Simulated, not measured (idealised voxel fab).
Process module, titled voxel transistor to metal
Shown is cross-section cut, with a width of 145 nm and square cells of size 5 nm.
We lay out every cross-section as a grid of square cells and spell it out in bands from the top down, where one band means one or more rows of cells. Quick guide to a band line: top height, bottom height (nm) up front; then every material left to right with its width in nm. Only one material and it's marked "edge to edge"? Then it fills the band edge to edge. And "blank" just means empty space. It should be noted that heights are counted from 0, beneath which the wafer as supplied is of one material throughout, and that the lowest band possesses no lower boundary but continues downward, as written in "top 0, no bottom". Graded width ("30..40"): value in top row of band = first number; value in bottom row = second number; row-to-row change constant. The cross-section has no changed cell in any step marked "nothing different". "Trapped void list" contains a list of empty spaces, each no smaller than 8 cells and without an open way to the top, written in the form width x height at distance with the distance from the left edge and all three in nm. Whatever follows a step's settings on its line is a remark the simulator itself makes about that step. "overlay nm" on a masked step: distance the mask lay right of its planned place, negative for left. Reading key. Pairs: pre-step and post-step cross-section, one process step apart; post-step view only to lowest changed band. Step between + settings: beneath pair. Runs: pairs may be from different runs of this module, same starting wafer. Continuation from pair above: only where "Before processing" entry says.

Before processing
    top 45, bottom 35: SiO2 30, TiN 5, Ru 15, TiN 5, SiO2 35, TiN 5, Ru 15, TiN 5, SiO2 30
    top 35, bottom 30: SiO2 30, TiN 5, Ru 10, TiN 10, SiO2 35, TiN 10, Ru 10, TiN 5, SiO2 30
    top 30, bottom 20: SiO2 30, TiN 5, Ru 10, TiN 5, SiN 10, SiCN 25, SiN 10, TiN 5, Ru 10, TiN 5, SiO2 30
    top 20, bottom 15: SiO2 30, TiN 5, Ru 10, TiN 5, SiN 10, polySi 25, SiN 10, TiN 5, Ru 10, TiN 5, SiO2 30
    top 15, bottom 10: SiO2 30, TiN 20, SiN 10, polySi 25, SiN 10, TiN 20, SiO2 30
    top 10, bottom 0: SiO2 20, SiGe 30, SiN 10, polySi 25, SiN 10, SiGe 30, SiO2 20
    top 0, bottom -5: SiO2 20, SiN 10, SiGe 20, SiN 10, polySi 25, SiN 10, SiGe 20, SiN 10, SiO2 20
    top -5, bottom -10: SiO2 30, SiGe 20, SiO2 45, SiGe 20, SiO2 30
    top -10, bottom -25: SiO2 25, Si 5, SiGe 20, Si 45, SiGe 20, Si 5, SiO2 25
    top -25, no bottom: Si edge to edge
    Trapped void list: none

After the Step
    top 65, bottom 45: SiO2 edge to edge
    Below 45, no change.
    Trapped void list: none
Relating the two cross-sections above, the step in between is DIRECTIONAL_DEP, material SiO2, thk nm 20

Before processing: this step begins from the cross-section that the pair just above shows after its step.

After the Step
    top 70, bottom 65: SiN edge to edge
    Below 65, no change.
    Trapped void list: none
Relating the two cross-sections above, the step in between is CONFORMAL_DEP, material SiN, thk nm 5

Before processing: this step begins from the cross-section that the pair just above shows after its step.

After the Step
    top 85, bottom 70: resist 30, blank 15, resist 55, blank 15, resist 30
    Below 70, no change.
    Trapped void list: none
Relating the two cross-sections above, the step in between is PATTERN, tone open, mask id METAL_1, material resist, width nm 15, pitch nm 70, thk nm 15, overlay nm 0

Before processing: this step begins from the cross-section that the pair just above shows after its step.

After the Step
    top 85, bottom 70: resist 30, blank 15, resist 55, blank 15, resist 30
    top 70, bottom 65: SiN 30, blank 15, SiN 55, blank 15, SiN 30
    Below 65, no change.
    Trapped void list: none
Relating the two cross-sections above, the step in between is DIRECTIONAL_ETCH, etch materials SiN, depth nm 5

Before processing: this step begins from the cross-section that the pair just above shows after its step.

After the Step
    top 70, bottom 65: SiN 30, blank 15, SiN 55, blank 15, SiN 30
    Below 65, no change.
    Trapped void list: none
Relating the two cross-sections above, the step in between is STRIP, etch materials resist

Before processing: this step begins from the cross-section that the pair just above shows after its step.

After the Step
    top 75, bottom 70: TiN 35, blank 5, TiN 65, blank 5, TiN 35
    top 70, bottom 65: SiN 30, TiN 15, SiN 55, TiN 15, SiN 30
    Below 65, no change.
    Trapped void list: none
Relating the two cross-sections above, the step in between is CONFORMAL_DEP, material TiN, thk nm 5

Before processing: this step begins from the cross-section that the pair just above shows after its step.

After the Step
    top 80, bottom 75: W edge to edge
    top 75, bottom 70: TiN 35, W 5, TiN 65, W 5, TiN 35
    Below 70, no change.
    Trapped void list: none
Relating the two cross-sections above, the step in between is FILL_DEP, material W, thk nm 5

Before processing: this step begins from the cross-section that the pair just above shows after its step.

After the Step
    top 70, bottom 65: SiN 30, TiN 15, SiN 55, TiN 15, SiN 30
    Below 65, no change.
    Trapped void list: none
Relating the two cross-sections above, the step in between is CMP, height nm 70

Before processing: this step begins from the cross-section that the pair just above shows after its step.

After the Step
    top 75, bottom 70: SiCN edge to edge
    Below 70, no change.
    Trapped void list: none
Relating the two cross-sections above, the step in between is CONFORMAL_DEP, material SiCN, thk nm 5

Before processing
    top 10, bottom 0: blank 25, SiN 95, blank 25
    top 0, bottom -5: blank 25, SiO2 95, blank 25
    top -5, no bottom: Si edge to edge
    Trapped void list: none

After the Step
    top 10, bottom 0: blank 25, SiN 95, blank 25
    top 0, bottom -5: blank 25, SiO2 95, blank 25
    top -5, bottom -15: blank 25, Si 95, blank 25
    Below -15, no change.
    Trapped void list: none
Relating the two cross-sections above, the step in between is MASKED_ETCH, tone cover, mask id ACTIVE, width nm 95, etch materials Si, depth nm 10, overlay nm 0

Before processing: this step begins from the cross-section that the pair just above shows after its step.

After the Step
    top 20, bottom 10: SiO2 edge to edge
    top 10, bottom 0: SiO2 25, SiN 95, SiO2 25
    top 0, bottom -5: SiO2 edge to edge
    top -5, bottom -15: SiO2 25, Si 95, SiO2 25
    Below -15, no change.
    Trapped void list: none
Relating the two cross-sections above, the step in between is FILL_DEP, material SiO2, thk nm 10

Before processing: this step begins from the cross-section that the pair just above shows after its step.

After the Step
    top 10, bottom 0: SiO2 25, SiN 95, SiO2 25
    Below 0, no change.
    Trapped void list: none
Relating the two cross-sections above, the step in between is CMP, height nm 10

Before processing: this step begins from the cross-section that the pair just above shows after its step.

After the Step
    top 10, bottom 5: blank 25, SiN 95, blank 25
    Below 5, no change.
    Trapped void list: none
Relating the two cross-sections above, the step in between is SELECTIVE_ETCH, etch materials SiO2, depth nm 5

Before processing: this step begins from the cross-section that the pair just above shows after its step.

After the Step
    top 5, bottom 0: SiO2 25, blank 95, SiO2 25
    Below 0, no change.
    Trapped void list: none
Relating the two cross-sections above, the step in between is STRIP, etch materials SiN

Before processing: this step begins from the cross-section that the pair just above shows after its step.

After the Step
    top 0, bottom -5: SiO2 20, blank 105, SiO2 20
    Below -5, no change.
    Trapped void list: none
Relating the two cross-sections above, the step in between is SELECTIVE_ETCH, etch materials SiO2, depth nm 5

Before processing: this step begins from the cross-section that the pair just above shows after its step.

After the Step
    top 0, bottom -5: SiO2 20, blank 105, SiO2 20
    top -5, bottom -10: SiO2 edge to edge
    Below -10, no change.
    Trapped void list: none
Relating the two cross-sections above, the step in between is OXIDIZE, depth nm 5

Before processing: this step begins from the cross-section that the pair just above shows after its step.

After the Step
    top 25, bottom 20: polySi 20, blank 105, polySi 20
    top 20, bottom 0: polySi edge to edge
    top 0, bottom -5: SiO2 20, polySi 105, SiO2 20
    Below -5, no change.
    Trapped void list: none
Relating the two cross-sections above, the step in between is DIRECTIONAL_DEP, material polySi, thk nm 25

Before processing: this step begins from the cross-section that the pair just above shows after its step.

After the Step
    top 35, bottom 30: SiCN 20, blank 105, SiCN 20
    top 30, bottom 25: SiCN edge to edge
    top 25, bottom 20: polySi 20, SiCN 105, polySi 20
    Below 20, no change.
    Trapped void list: none
Relating the two cross-sections above, the step in between is DIRECTIONAL_DEP, material SiCN, thk nm 10

Before processing: this step begins from the cross-section that the pair just above shows after its step.

After the Step
    top 30, bottom 25: blank 60, SiCN 25, blank 60
    top 25, bottom 20: polySi 20, blank 40, SiCN 25, blank 40, polySi 20
    Below 20, no change.
    Trapped void list: none
Relating the two cross-sections above, the step in between is MASKED_ETCH, tone cover, mask id GATE, width nm 25, etch materials SiCN, depth nm 20, overlay nm 0

Before processing: this step begins from the cross-section that the pair just above shows after its step.

After the Step
    top 30, bottom 20: blank 60, SiCN 25, blank 60
    top 20, bottom 0: blank 60, polySi 25, blank 60
    top 0, bottom -5: SiO2 20, blank 40, polySi 25, blank 40, SiO2 20
    Below -5, no change.
    Trapped void list: none
Relating the two cross-sections above, the step in between is MASKED_ETCH, tone cover, mask id GATE, width nm 25, etch materials polySi, depth nm 35, overlay nm 0

Before processing: this step begins from the cross-section that the pair just above shows after its step.

After the Step
    top 40, bottom 30: blank 50, SiN 45, blank 50
    top 30, bottom 20: blank 50, SiN 10, SiCN 25, SiN 10, blank 50
    top 20, bottom 10: blank 50, SiN 10, polySi 25, SiN 10, blank 50
    top 10, bottom 5: SiN 30, blank 20, SiN 10, polySi 25, SiN 10, blank 20, SiN 30
    top 5, bottom 0: SiN 60, polySi 25, SiN 60
    top 0, bottom -5: SiO2 20, SiN 40, polySi 25, SiN 40, SiO2 20
    Below -5, no change.
    Trapped void list: none
Relating the two cross-sections above, the step in between is CONFORMAL_DEP, material SiN, thk nm 10

Before processing: this step begins from the cross-section that the pair just above shows after its step.

After the Step
    top 30, bottom 20: blank 50, SiN 10, SiCN 25, SiN 10, blank 50
    top 20, bottom 0: blank 50, SiN 10, polySi 25, SiN 10, blank 50
    top 0, bottom -5: SiO2 20, SiN 10, blank 20, SiN 10, polySi 25, SiN 10, blank 20, SiN 10, SiO2 20
    Below -5, no change.
    Trapped void list: none
Relating the two cross-sections above, the step in between is DIRECTIONAL_ETCH, etch materials SiN, depth nm 10

Before processing: this step begins from the cross-section that the pair just above shows after its step.

After the Step
    top 30, bottom 20: blank 50, SiN 10, SiCN 25, SiN 10, blank 50
    top 20, bottom 0: blank 50, SiN 10, polySi 25, SiN 10, blank 50
    top 0, bottom -5: blank 20, SiN 10, blank 20, SiN 10, polySi 25, SiN 10, blank 20, SiN 10, blank 20
    top -5, bottom -10: SiO2 30, blank 20, SiO2 45, blank 20, SiO2 30
    Below -10, no change.
    Trapped void list: none
Relating the two cross-sections above, the step in between is DIRECTIONAL_ETCH, etch materials SiO2, depth nm 5

Before processing: this step begins from the cross-section that the pair just above shows after its step.

After the Step
    top 30, bottom 20: blank 50, SiN 10, SiCN 25, SiN 10, blank 50
    top 20, bottom 0: blank 50, SiN 10, polySi 25, SiN 10, blank 50
    top 0, bottom -5: blank 20, SiN 10, blank 20, SiN 10, polySi 25, SiN 10, blank 20, SiN 10, blank 20
    top -5, bottom -10: SiO2 30, blank 20, SiO2 45, blank 20, SiO2 30
    top -10, bottom -15: SiO2 25, Si 5, blank 20, Si 45, blank 20, Si 5, SiO2 25
    top -15, bottom -25: Si 30, blank 20, Si 45, blank 20, Si 30
    Below -25, no change.
    Trapped void list: none
Relating the two cross-sections above, the step in between is DIRECTIONAL_ETCH, etch materials Si, depth nm 15

Before processing: this step begins from the cross-section that the pair just above shows after its step.

After the Step
    top 30, bottom 20: blank 50, SiN 10, SiCN 25, SiN 10, blank 50
    top 20, bottom 10: blank 50, SiN 10, polySi 25, SiN 10, blank 50
    top 10, bottom 0: blank 20, SiGe 30, SiN 10, polySi 25, SiN 10, SiGe 30, blank 20
    top 0, bottom -5: blank 20, SiN 10, SiGe 20, SiN 10, polySi 25, SiN 10, SiGe 20, SiN 10, blank 20
    top -5, bottom -10: SiO2 30, SiGe 20, SiO2 45, SiGe 20, SiO2 30
    top -10, bottom -15: SiO2 25, Si 5, SiGe 20, Si 45, SiGe 20, Si 5, SiO2 25
    top -15, bottom -25: Si 30, SiGe 20, Si 45, SiGe 20, Si 30
    Below -25, no change.
    Trapped void list: none
Relating the two cross-sections above, the step in between is EPI, material SiGe, thk nm 20

Before processing: this step begins from the cross-section that the pair just above shows after its step.

After the Step
    top 40, bottom 30: SiO2 edge to edge
    top 30, bottom 20: SiO2 50, SiN 10, SiCN 25, SiN 10, SiO2 50
    top 20, bottom 10: SiO2 50, SiN 10, polySi 25, SiN 10, SiO2 50
    top 10, bottom 0: SiO2 20, SiGe 30, SiN 10, polySi 25, SiN 10, SiGe 30, SiO2 20
    top 0, bottom -5: SiO2 20, SiN 10, SiGe 20, SiN 10, polySi 25, SiN 10, SiGe 20, SiN 10, SiO2 20
    Below -5, no change.
    Trapped void list: none
Relating the two cross-sections above, the step in between is FILL_DEP, material SiO2, thk nm 10

Before processing: this step begins from the cross-section that the pair just above shows after its step.

After the Step
    top 30, bottom 20: SiO2 50, SiN 10, SiCN 25, SiN 10, SiO2 50
    Below 20, no change.
    Trapped void list: none
Relating the two cross-sections above, the step in between is CMP, height nm 30

Before processing: this step begins from the cross-section that the pair just above shows after its step.

After the Step
    top 45, bottom 30: SiO2 edge to edge
    Below 30, no change.
    Trapped void list: none
Relating the two cross-sections above, the step in between is DIRECTIONAL_DEP, material SiO2, thk nm 15

Before processing: this step begins from the cross-section that the pair just above shows after its step.

After the Step
    top 60, bottom 45: aC edge to edge
    Below 45, no change.
    Trapped void list: none
Relating the two cross-sections above, the step in between is DIRECTIONAL_DEP, material aC, thk nm 15

Before processing: this step begins from the cross-section that the pair just above shows after its step.

After the Step
    top 90, bottom 60: resist 30, blank 25, resist 35, blank 25, resist 30
    Below 60, no change.
    Trapped void list: none
Relating the two cross-sections above, the step in between is PATTERN, tone open, mask id CONTACT, material resist, width nm 25, pitch nm 60, thk nm 30, overlay nm 0

Before processing: this step begins from the cross-section that the pair just above shows after its step.

After the Step
    top 75, bottom 60: resist 30, blank 25, resist 35, blank 25, resist 30
    top 60, bottom 45: aC 30, blank 25, aC 35, blank 25, aC 30
    Below 45, no change.
    Trapped void list: none
Relating the two cross-sections above, the step in between is DIRECTIONAL_ETCH, etch materials aC, depth nm 15

Before processing: this step begins from the cross-section that the pair just above shows after its step.

After the Step
    top 60, bottom 45: aC 30, blank 25, aC 35, blank 25, aC 30
    Below 45, no change.
    Trapped void list: none
Relating the two cross-sections above, the step in between is STRIP, etch materials resist

Before processing: this step begins from the cross-section that the pair just above shows after its step.

After the Step
    top 60, bottom 45: aC 30, blank 25, aC 35, blank 25, aC 30
    top 45, bottom 30: SiO2 30, blank 25, SiO2 35, blank 25, SiO2 30
    top 30, bottom 20: SiO2 30, blank 20, SiN 10, SiCN 25, SiN 10, blank 20, SiO2 30
    top 20, bottom 10: SiO2 30, blank 20, SiN 10, polySi 25, SiN 10, blank 20, SiO2 30
    Below 10, no change.
    Trapped void list: none
Relating the two cross-sections above, the step in between is DIRECTIONAL_ETCH, etch materials SiO2, depth nm 35

Before processing: this step begins from the cross-section that the pair just above shows after its step.

After the Step
    top 45, bottom 30: SiO2 30, blank 25, SiO2 35, blank 25, SiO2 30
    Below 30, no change.
    Trapped void list: none
Relating the two cross-sections above, the step in between is STRIP, etch materials aC

Before processing: this step begins from the cross-section that the pair just above shows after its step.

After the Step
    top 50, bottom 45: TiN 35, blank 15, TiN 45, blank 15, TiN 35
    top 45, bottom 35: SiO2 30, TiN 5, blank 15, TiN 5, SiO2 35, TiN 5, blank 15, TiN 5, SiO2 30
    top 35, bottom 30: SiO2 30, TiN 5, blank 10, TiN 10, SiO2 35, TiN 10, blank 10, TiN 5, SiO2 30
    top 30, bottom 20: SiO2 30, TiN 5, blank 10, TiN 5, SiN 10, SiCN 25, SiN 10, TiN 5, blank 10, TiN 5, SiO2 30
    top 20, bottom 15: SiO2 30, TiN 5, blank 10, TiN 5, SiN 10, polySi 25, SiN 10, TiN 5, blank 10, TiN 5, SiO2 30
    top 15, bottom 10: SiO2 30, TiN 20, SiN 10, polySi 25, SiN 10, TiN 20, SiO2 30
    Below 10, no change.
    Trapped void list: none
Relating the two cross-sections above, the step in between is CONFORMAL_DEP, material TiN, thk nm 5

Before processing: this step begins from the cross-section that the pair just above shows after its step.

After the Step
    top 55, bottom 50: Ru edge to edge
    top 50, bottom 45: TiN 35, Ru 15, TiN 45, Ru 15, TiN 35
    top 45, bottom 35: SiO2 30, TiN 5, Ru 15, TiN 5, SiO2 35, TiN 5, Ru 15, TiN 5, SiO2 30
    top 35, bottom 30: SiO2 30, TiN 5, Ru 10, TiN 10, SiO2 35, TiN 10, Ru 10, TiN 5, SiO2 30
    top 30, bottom 20: SiO2 30, TiN 5, Ru 10, TiN 5, SiN 10, SiCN 25, SiN 10, TiN 5, Ru 10, TiN 5, SiO2 30
    top 20, bottom 15: SiO2 30, TiN 5, Ru 10, TiN 5, SiN 10, polySi 25, SiN 10, TiN 5, Ru 10, TiN 5, SiO2 30
    Below 15, no change.
    Trapped void list: none
Relating the two cross-sections above, the step in between is FILL_DEP, material Ru, thk nm 5

Before processing: this step begins from the cross-section that the pair just above shows after its step.

After the Step
    top 45, bottom 35: SiO2 30, TiN 5, Ru 15, TiN 5, SiO2 35, TiN 5, Ru 15, TiN 5, SiO2 30
    Below 35, no change.
    Trapped void list: none
Relating the two cross-sections above, the step in between is CMP, height nm 45

Before processing: this step begins from the cross-section that the pair just above shows after its step.

After the Step
    top 50, bottom 45: SiN edge to edge
    Below 45, no change.
    Trapped void list: none
Relating the two cross-sections above, the step in between is CONFORMAL_DEP, material SiN, thk nm 5

Before processing: this step begins from the cross-section that the pair just above shows after its step.

After the Step
    top 70, bottom 50: SiO2 edge to edge
    Below 50, no change.
    Trapped void list: none
Relating the two cross-sections above, the step in between is DIRECTIONAL_DEP, material SiO2, thk nm 20

Before processing: this step begins from the cross-section that the pair just above shows after its step.

After the Step
    top 85, bottom 70: resist 30, blank 15, resist 55, blank 15, resist 30
    Below 70, no change.
    Trapped void list: none
Relating the two cross-sections above, the step in between is PATTERN, tone open, mask id METAL_1, material resist, width nm 15, pitch nm 70, thk nm 15, overlay nm 0

Before processing: this step begins from the cross-section that the pair just above shows after its step.

After the Step
    top 85, bottom 70: resist 30, blank 15, resist 55, blank 15, resist 30
    top 70, bottom 50: SiO2 30, blank 15, SiO2 55, blank 15, SiO2 30
    Below 50, no change.
    Trapped void list: none
Relating the two cross-sections above, the step in between is DIRECTIONAL_ETCH, etch materials SiO2, depth nm 20

Before processing: this step begins from the cross-section that the pair just above shows after its step.

After the Step
    top 85, bottom 70: resist 30, blank 15, resist 55, blank 15, resist 30
    top 70, bottom 50: SiO2 30, blank 15, SiO2 55, blank 15, SiO2 30
    top 50, bottom 45: SiN 30, blank 15, SiN 55, blank 15, SiN 30
    Below 45, no change.
    Trapped void list: none
Relating the two cross-sections above, the step in between is DIRECTIONAL_ETCH, etch materials SiN, depth nm 5

Before processing: this step begins from the cross-section that the pair just above shows after its step.

After the Step
    top 70, bottom 50: SiO2 30, blank 15, SiO2 55, blank 15, SiO2 30
    Below 50, no change.
    Trapped void list: none
Relating the two cross-sections above, the step in between is STRIP, etch materials resist

Before processing: this step begins from the cross-section that the pair just above shows after its step.

After the Step
    top 75, bottom 70: TiN 35, blank 5, TiN 65, blank 5, TiN 35
    top 70, bottom 50: SiO2 30, TiN 5, blank 5, TiN 5, SiO2 55, TiN 5, blank 5, TiN 5, SiO2 30
    top 50, bottom 45: SiN 30, TiN 15, SiN 55, TiN 15, SiN 30
    Below 45, no change.
    Trapped void list: none
Relating the two cross-sections above, the step in between is CONFORMAL_DEP, material TiN, thk nm 5

Before processing: this step begins from the cross-section that the pair just above shows after its step.

After the Step
    top 80, bottom 75: W edge to edge
    top 75, bottom 70: TiN 35, W 5, TiN 65, W 5, TiN 35
    top 70, bottom 50: SiO2 30, TiN 5, W 5, TiN 5, SiO2 55, TiN 5, W 5, TiN 5, SiO2 30
    Below 50, no change.
    Trapped void list: none
Relating the two cross-sections above, the step in between is FILL_DEP, material W, thk nm 5

Before processing: this step begins from the cross-section that the pair just above shows after its step.

After the Step
    top 70, bottom 50: SiO2 30, TiN 5, W 5, TiN 5, SiO2 55, TiN 5, W 5, TiN 5, SiO2 30
    Below 50, no change.
    Trapped void list: none
Relating the two cross-sections above, the step in between is CMP, height nm 70

Before processing: this step begins from the cross-section that the pair just above shows after its step.

After the Step
    top 75, bottom 70: SiCN edge to edge
    Below 70, no change.
    Trapped void list: none
Relating the two cross-sections above, the step in between is CONFORMAL_DEP, material SiCN, thk nm 5

Before processing
    top 10, bottom 0: SiN edge to edge
    top 0, bottom -5: SiO2 edge to edge
    top -5, no bottom: Si edge to edge
    Trapped void list: none

After the Step
    top 10, bottom 0: blank 25, SiN 100, blank 20
    Below 0, no change.
    Trapped void list: none
Relating the two cross-sections above, the step in between is MASKED_ETCH, tone cover, mask id ACTIVE, width nm 100, etch materials SiN, depth nm 10, overlay nm 0

Before processing: this step begins from the cross-section that the pair just above shows after its step.

After the Step
    top 10, bottom 0: blank 25, SiN 100, blank 20
    top 0, bottom -5: blank 25, SiO2 100, blank 20
    Below -5, no change.
    Trapped void list: none
Relating the two cross-sections above, the step in between is MASKED_ETCH, tone cover, mask id ACTIVE, width nm 95, etch materials SiO2, depth nm 5, overlay nm 0

Before processing: this step begins from the cross-section that the pair just above shows after its step.

After the Step
    top 10, bottom 0: blank 25, SiN 100, blank 20
    top 0, bottom -5: blank 25, SiO2 100, blank 20
    top -5, bottom -25: blank 25, Si 100, blank 20
    Below -25, no change.
    Trapped void list: none
Relating the two cross-sections above, the step in between is MASKED_ETCH, tone cover, mask id ACTIVE, width nm 95, etch materials Si, depth nm 20, overlay nm 0

Before processing: this step begins from the cross-section that the pair just above shows after its step.

After the Step
    top 20, bottom 10: SiO2 edge to edge
    top 10, bottom 0: SiO2 25, SiN 100, SiO2 20
    top 0, bottom -5: SiO2 edge to edge
    top -5, bottom -25: SiO2 25, Si 100, SiO2 20
    Below -25, no change.
    Trapped void list: none
Relating the two cross-sections above, the step in between is FILL_DEP, material SiO2, thk nm 10

Before processing: this step begins from the cross-section that the pair just above shows after its step.

After the Step
    top 10, bottom 0: SiO2 25, SiN 100, SiO2 20
    Below 0, no change.
    Trapped void list: none
Relating the two cross-sections above, the step in between is CMP, height nm 10

Before processing: this step begins from the cross-section that the pair just above shows after its step.

After the Step
    top 10, bottom 5: blank 25, SiN 100, blank 20
    Below 5, no change.
    Trapped void list: none
Relating the two cross-sections above, the step in between is SELECTIVE_ETCH, etch materials SiO2, depth nm 5

Before processing: this step begins from the cross-section that the pair just above shows after its step.

After the Step
    top 5, bottom 0: SiO2 25, blank 100, SiO2 20
    Below 0, no change.
    Trapped void list: none
Relating the two cross-sections above, the step in between is STRIP, etch materials SiN

Before processing: this step begins from the cross-section that the pair just above shows after its step.

After the Step
    top 0, bottom -5: SiO2 20, blank 110, SiO2 15
    Below -5, no change.
    Trapped void list: none
Relating the two cross-sections above, the step in between is SELECTIVE_ETCH, etch materials SiO2, depth nm 5

Before processing: this step begins from the cross-section that the pair just above shows after its step.

After the Step
    top 0, bottom -5: SiO2 20, blank 110, SiO2 15
    top -5, bottom -10: SiO2 edge to edge
    Below -10, no change.
    Trapped void list: none
Relating the two cross-sections above, the step in between is OXIDIZE, depth nm 5

Before processing: this step begins from the cross-section that the pair just above shows after its step.

After the Step
    top 25, bottom 20: polySi 20, blank 110, polySi 15
    top 20, bottom 0: polySi edge to edge
    top 0, bottom -5: SiO2 20, polySi 110, SiO2 15
    Below -5, no change.
    Trapped void list: none
Relating the two cross-sections above, the step in between is DIRECTIONAL_DEP, material polySi, thk nm 25

Before processing: this step begins from the cross-section that the pair just above shows after its step.

After the Step
    top 35, bottom 30: SiCN 20, blank 110, SiCN 15
    top 30, bottom 25: SiCN edge to edge
    top 25, bottom 20: polySi 20, SiCN 110, polySi 15
    Below 20, no change.
    Trapped void list: none
Relating the two cross-sections above, the step in between is DIRECTIONAL_DEP, material SiCN, thk nm 10

Before processing: this step begins from the cross-section that the pair just above shows after its step.

After the Step
    top 30, bottom 25: blank 60, SiCN 25, blank 60
    top 25, bottom 20: polySi 20, blank 40, SiCN 25, blank 45, polySi 15
    Below 20, no change.
    Trapped void list: none
Relating the two cross-sections above, the step in between is MASKED_ETCH, tone cover, mask id GATE, width nm 25, etch materials SiCN, depth nm 20, overlay nm 0

Before processing: this step begins from the cross-section that the pair just above shows after its step.

After the Step
    top 30, bottom 20: blank 60, SiCN 25, blank 60
    top 20, bottom 0: blank 60, polySi 25, blank 60
    top 0, bottom -5: SiO2 20, blank 40, polySi 25, blank 45, SiO2 15
    Below -5, no change.
    Trapped void list: none
Relating the two cross-sections above, the step in between is MASKED_ETCH, tone cover, mask id GATE, width nm 25, etch materials polySi, depth nm 35, overlay nm 0

Before processing: this step begins from the cross-section that the pair just above shows after its step.

After the Step
    top 40, bottom 30: blank 50, SiN 45, blank 50
    top 30, bottom 20: blank 50, SiN 10, SiCN 25, SiN 10, blank 50
    top 20, bottom 10: blank 50, SiN 10, polySi 25, SiN 10, blank 50
    top 10, bottom 5: SiN 30, blank 20, SiN 10, polySi 25, SiN 10, blank 25, SiN 25
    top 5, bottom 0: SiN 60, polySi 25, SiN 60
    top 0, bottom -5: SiO2 20, SiN 40, polySi 25, SiN 45, SiO2 15
    Below -5, no change.
    Trapped void list: none
Relating the two cross-sections above, the step in between is CONFORMAL_DEP, material SiN, thk nm 10

Before processing: this step begins from the cross-section that the pair just above shows after its step.

After the Step
    top 30, bottom 20: blank 50, SiN 10, SiCN 25, SiN 10, blank 50
    top 20, bottom 0: blank 50, SiN 10, polySi 25, SiN 10, blank 50
    top 0, bottom -5: SiO2 20, SiN 10, blank 20, SiN 10, polySi 25, SiN 10, blank 25, SiN 10, SiO2 15
    Below -5, no change.
    Trapped void list: none
Relating the two cross-sections above, the step in between is DIRECTIONAL_ETCH, etch materials SiN, depth nm 10

Before processing: this step begins from the cross-section that the pair just above shows after its step.

After the Step
    top 30, bottom 20: blank 50, SiN 10, SiCN 25, SiN 10, blank 50
    top 20, bottom 0: blank 50, SiN 10, polySi 25, SiN 10, blank 50
    top 0, bottom -5: blank 20, SiN 10, blank 20, SiN 10, polySi 25, SiN 10, blank 25, SiN 10, blank 15
    top -5, bottom -10: SiO2 30, blank 20, SiO2 45, blank 25, SiO2 25
    Below -10, no change.
    Trapped void list: none
Relating the two cross-sections above, the step in between is DIRECTIONAL_ETCH, etch materials SiO2, depth nm 5

Before processing: this step begins from the cross-section that the pair just above shows after its step.

After the Step
    top 30, bottom 20: blank 50, SiN 10, SiCN 25, SiN 10, blank 50
    top 20, bottom 0: blank 50, SiN 10, polySi 25, SiN 10, blank 50
    top 0, bottom -5: blank 20, SiN 10, blank 20, SiN 10, polySi 25, SiN 10, blank 25, SiN 10, blank 15
    top -5, bottom -10: SiO2 30, blank 20, SiO2 45, blank 25, SiO2 25
    top -10, bottom -25: SiO2 25, Si 5, blank 20, Si 45, blank 25, Si 5, SiO2 20
    Below -25, no change.
    Trapped void list: none
Relating the two cross-sections above, the step in between is DIRECTIONAL_ETCH, etch materials Si, depth nm 15

Before processing: this step begins from the cross-section that the pair just above shows after its step.

After the Step
    top 30, bottom 20: blank 50, SiN 10, SiCN 25, SiN 10, blank 50
    top 20, bottom 10: blank 50, SiN 10, polySi 25, SiN 10, blank 50
    top 10, bottom 0: blank 20, SiGe 30, SiN 10, polySi 25, SiN 10, SiGe 35, blank 15
    top 0, bottom -5: blank 20, SiN 10, SiGe 20, SiN 10, polySi 25, SiN 10, SiGe 25, SiN 10, blank 15
    top -5, bottom -10: SiO2 30, SiGe 20, SiO2 45, SiGe 25, SiO2 25
    top -10, bottom -25: SiO2 25, Si 5, SiGe 20, Si 45, SiGe 25, Si 5, SiO2 20
    Below -25, no change.
    Trapped void list: none
Relating the two cross-sections above, the step in between is EPI, material SiGe, thk nm 20

Before processing: this step begins from the cross-section that the pair just above shows after its step.

After the Step
    top 40, bottom 30: SiO2 edge to edge
    top 30, bottom 20: SiO2 50, SiN 10, SiCN 25, SiN 10, SiO2 50
    top 20, bottom 10: SiO2 50, SiN 10, polySi 25, SiN 10, SiO2 50
    top 10, bottom 0: SiO2 20, SiGe 30, SiN 10, polySi 25, SiN 10, SiGe 35, SiO2 15
    top 0, bottom -5: SiO2 20, SiN 10, SiGe 20, SiN 10, polySi 25, SiN 10, SiGe 25, SiN 10, SiO2 15
    Below -5, no change.
    Trapped void list: none
Relating the two cross-sections above, the step in between is FILL_DEP, material SiO2, thk nm 10

Before processing: this step begins from the cross-section that the pair just above shows after its step.

After the Step
    top 30, bottom 20: SiO2 50, SiN 10, SiCN 25, SiN 10, SiO2 50
    Below 20, no change.
    Trapped void list: none
Relating the two cross-sections above, the step in between is CMP, height nm 30

Before processing: this step begins from the cross-section that the pair just above shows after its step.

After the Step
    top 45, bottom 30: SiO2 edge to edge
    Below 30, no change.
    Trapped void list: none
Relating the two cross-sections above, the step in between is DIRECTIONAL_DEP, material SiO2, thk nm 15

Before processing: this step begins from the cross-section that the pair just above shows after its step.

After the Step
    top 60, bottom 45: aC edge to edge
    Below 45, no change.
    Trapped void list: none
Relating the two cross-sections above, the step in between is DIRECTIONAL_DEP, material aC, thk nm 15

Before processing: this step begins from the cross-section that the pair just above shows after its step.

After the Step
    top 90, bottom 60: resist 30, blank 25, resist 35, blank 25, resist 30
    Below 60, no change.
    Trapped void list: none
Relating the two cross-sections above, the step in between is PATTERN, tone open, mask id CONTACT, material resist, width nm 25, pitch nm 60, thk nm 30, overlay nm 0

Before processing: this step begins from the cross-section that the pair just above shows after its step.

After the Step
    top 75, bottom 60: resist 30, blank 25, resist 35, blank 25, resist 30
    top 60, bottom 45: aC 30, blank 25, aC 35, blank 25, aC 30
    Below 45, no change.
    Trapped void list: none
Relating the two cross-sections above, the step in between is DIRECTIONAL_ETCH, etch materials aC, depth nm 15

Before processing: this step begins from the cross-section that the pair just above shows after its step.

After the Step
    top 60, bottom 45: aC 30, blank 25, aC 35, blank 25, aC 30
    Below 45, no change.
    Trapped void list: none
Relating the two cross-sections above, the step in between is STRIP, etch materials resist

Before processing: this step begins from the cross-section that the pair just above shows after its step.

After the Step
    top 60, bottom 45: aC 30, blank 25, aC 35, blank 25, aC 30
    top 45, bottom 30: SiO2 30, blank 25, SiO2 35, blank 25, SiO2 30
    top 30, bottom 20: SiO2 30, blank 20, SiN 10, SiCN 25, SiN 10, blank 20, SiO2 30
    top 20, bottom 10: SiO2 30, blank 20, SiN 10, polySi 25, SiN 10, blank 20, SiO2 30
    Below 10, no change.
    Trapped void list: none
Relating the two cross-sections above, the step in between is DIRECTIONAL_ETCH, etch materials SiO2, depth nm 35
